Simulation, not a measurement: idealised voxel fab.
Title: Process Module voxel air gaps
Cross-section cut: width 220 nm, square cells of 5 nm.
Cross-section = grid of square cells, listed top down in bands; band = one or more rows. Per band: top height and bottom height in nm, followed by the left-to-right materials and their widths in nm; "everywhere" marks a single material spanning edge to edge, "air" marks empty space. The level at which height equals 0 is the one under which the wafer, as it arrives, is entirely one material. No lower edge exists for the bottom band, which continues downward and is notated as in "from 0 down". Width "30->40": first value at the band's top row of cells, second value at its bottom row, equal change from row to row. Given "left unchanged" for a step, no cell of the cross-section differs between before and after that step. "Sealed cavities" - sealed voids, min. 8 cells, no opening to top; format: width x height at distance (distance from left edge; nm throughout). after a step's settings: what the simulator itself notes on the step. What "overlay nm" on a step's line means: if the step has a mask, that mask lay this far to the right of its planned place, or, when the value is negative, to the left.
Intended process steps
- 1: RECEIVE, material Si
- 2: CONFORMAL_DEP, material SiO2, thk nm 10
- 3: CONFORMAL_DEP, material SiCN, thk nm 5
- 4: DIRECTIONAL_DEP, material SiO2, thk nm 30
- 5: PATTERN, tone open, mask id LINES, material resist, width nm 25, pitch nm 50, thk nm 15, overlay nm 0
- 6: DIRECTIONAL_ETCH, etch materials SiO2, depth nm 30
- 7: STRIP, etch materials resist
- 8: CONFORMAL_DEP, material TiN, thk nm 5
- 9: FILL_DEP, material Ru, thk nm 5
- 10: CMP, height nm 45
- 11: EPI, material Ru, thk nm 10
- 12: SELECTIVE_ETCH, etch materials SiO2, depth nm 40
- 13: CONFORMAL_DEP, material SiCN, thk nm 5
First of two wafers: run as planned
As-received state of the wafer in cross-section, equivalent to post-step 1
  from 0 down  Si everywhere
  Sealed cavities: none
How the wafer stands in section after step 2
  from 10 to 0  SiO2 everywhere
  Note: structure below 0 unchanged.
How the wafer stands in section after step 3
  from 15 to 10  SiCN everywhere
  Note: structure below 10 unchanged.
How the wafer stands in section after step 4
  from 45 to 15  SiO2 everywhere
  Note: structure below 15 unchanged.
How the wafer stands in section after step 5
  from 60 to 45  resist: 20  air: 25  resist: 25  air: 25  resist: 25  air: 25  resist: 25  air: 25  resist: 25
  Note: structure below 45 unchanged.
How the wafer stands in section after step 6
  from 60 to 45  resist: 20  air: 25  resist: 25  air: 25  resist: 25  air: 25  resist: 25  air: 25  resist: 25
  from 45 to 15  SiO2: 20  air: 25  SiO2: 25  air: 25  SiO2: 25  air: 25  SiO2: 25  air: 25  SiO2: 25
  Note: structure below 15 unchanged.
How the wafer stands in section after step 7
  from 45 to 15  SiO2: 20  air: 25  SiO2: 25  air: 25  SiO2: 25  air: 25  SiO2: 25  air: 25  SiO2: 25
  Note: structure below 15 unchanged.
How the wafer stands in section after step 8
  from 50 to 45  TiN: 25  air: 15  TiN: 35  air: 15  TiN: 35  air: 15  TiN: 35  air: 15  TiN: 30
  from 45 to 20  SiO2: 20  TiN: 5  air: 15  TiN: 5  SiO2: 25  TiN: 5  air: 15  TiN: 5  SiO2: 25  TiN: 5  air: 15  TiN: 5  SiO2: 25  TiN: 5  air: 15  TiN: 5  SiO2: 25
  from 20 to 15  SiO2: 20  TiN: 25  SiO2: 25  TiN: 25  SiO2: 25  TiN: 25  SiO2: 25  TiN: 25  SiO2: 25
  Note: structure below 15 unchanged.
How the wafer stands in section after step 9
  from 55 to 50  Ru everywhere
  from 50 to 45  TiN: 25  Ru: 15  TiN: 35  Ru: 15  TiN: 35  Ru: 15  TiN: 35  Ru: 15  TiN: 30
  from 45 to 20  SiO2: 20  TiN: 5  Ru: 15  TiN: 5  SiO2: 25  TiN: 5  Ru: 15  TiN: 5  SiO2: 25  TiN: 5  Ru: 15  TiN: 5  SiO2: 25  TiN: 5  Ru: 15  TiN: 5  SiO2: 25
  Note: structure below 20 unchanged.
How the wafer stands in section after step 10
  from 45 to 20  SiO2: 20  TiN: 5  Ru: 15  TiN: 5  SiO2: 25  TiN: 5  Ru: 15  TiN: 5  SiO2: 25  TiN: 5  Ru: 15  TiN: 5  SiO2: 25  TiN: 5  Ru: 15  TiN: 5  SiO2: 25
  Note: structure below 20 unchanged.
How the wafer stands in section after step 11
  from 55 to 45  air: 10  Ru: 45  air: 5  Ru: 45  air: 5  Ru: 45  air: 5  Ru: 45  air: 15
  Note: structure below 45 unchanged.
How the wafer stands in section after step 12
  from 55 to 45  air: 10  Ru: 45  air: 5  Ru: 45  air: 5  Ru: 45  air: 5  Ru: 45  air: 15
  from 45 to 20  air: 20  TiN: 5  Ru: 15  TiN: 5  air: 25  TiN: 5  Ru: 15  TiN: 5  air: 25  TiN: 5  Ru: 15  TiN: 5  air: 25  TiN: 5  Ru: 15  TiN: 5  air: 25
  from 20 to 15  air: 20  TiN: 25  air: 25  TiN: 25  air: 25  TiN: 25  air: 25  TiN: 25  air: 25
  Note: structure below 15 unchanged.
How the wafer stands in section after step 13
  from 60 to 55  air: 5  SiCN: 205  air: 10
  from 55 to 45  air: 5  SiCN: 5  Ru: 45  SiCN: 5  Ru: 45  SiCN: 5  Ru: 45  SiCN: 5  Ru: 45  SiCN: 5  air: 10
  from 45 to 40  air: 5  SiCN: 15  TiN: 5  Ru: 15  TiN: 5  SiCN: 25  TiN: 5  Ru: 15  TiN: 5  SiCN: 25  TiN: 5  Ru: 15  TiN: 5  SiCN: 25  TiN: 5  Ru: 15  TiN: 5  SiCN: 15  air: 10
  from 40 to 20  air: 15  SiCN: 5  TiN: 5  Ru: 15  TiN: 5  SiCN: 5  air: 15  SiCN: 5  TiN: 5  Ru: 15  TiN: 5  SiCN: 5  air: 15  SiCN: 5  TiN: 5  Ru: 15  TiN: 5  SiCN: 5  air: 15  SiCN: 5  TiN: 5  Ru: 15  TiN: 5  SiCN: 5  air: 20
  from 20 to 15  SiCN: 20  TiN: 25  SiCN: 25  TiN: 25  SiCN: 25  TiN: 25  SiCN: 25  TiN: 25  SiCN: 25
  Note: structure below 15 unchanged.
  Sealed cavities: 15 x 20 at 50; 15 x 20 at 100; 15 x 20 at 150
Wafer two: like wafer one in start and plan, but with one mistake in execution; identical up to and including step 10
The second wafer in cross-section, at the planned close of step 11
  from 65 to 45  Ru: 215  air: 5
  Note: structure below 45 unchanged.
The second wafer in cross-section, at the planned close of step 12
  from 65 to 45  Ru: 215  air: 5
  from 45 to 20  SiO2: 20  TiN: 5  Ru: 15  TiN: 5  SiO2: 25  TiN: 5  Ru: 15  TiN: 5  SiO2: 25  TiN: 5  Ru: 15  TiN: 5  SiO2: 25  TiN: 5  Ru: 15  TiN: 5  air: 25
  from 20 to 15  SiO2: 20  TiN: 25  SiO2: 25  TiN: 25  SiO2: 25  TiN: 25  SiO2: 25  TiN: 25  air: 25
  Note: structure below 15 unchanged.
The second wafer in cross-section, at the planned close of step 13
  from 70 to 65  SiCN everywhere
  from 65 to 45  Ru: 215  SiCN: 5
  from 45 to 40  SiO2: 20  TiN: 5  Ru: 15  TiN: 5  SiO2: 25  TiN: 5  Ru: 15  TiN: 5  SiO2: 25  TiN: 5  Ru: 15  TiN: 5  SiO2: 25  TiN: 5  Ru: 15  TiN: 5  SiCN: 25
  from 40 to 20  SiO2: 20  TiN: 5  Ru: 15  TiN: 5  SiO2: 25  TiN: 5  Ru: 15  TiN: 5  SiO2: 25  TiN: 5  Ru: 15  TiN: 5  SiO2: 25  TiN: 5  Ru: 15  TiN: 5  SiCN: 5  air: 20
  from 20 to 15  SiO2: 20  TiN: 25  SiO2: 25  TiN: 25  SiO2: 25  TiN: 25  SiO2: 25  TiN: 25  SiCN: 25
  Note: structure below 15 unchanged.
  Sealed cavities: 20 x 20 at 200
Heads up, the wafer didn't run the way we planned it: step 11, plan: ran twice
Cell-count delta at end, second wafer over first, by material: Ru: 100 more | SiCN: 66 fewer | SiO2: 114 more
Closed voids, final: 3 / 1 (first wafer / second wafer).
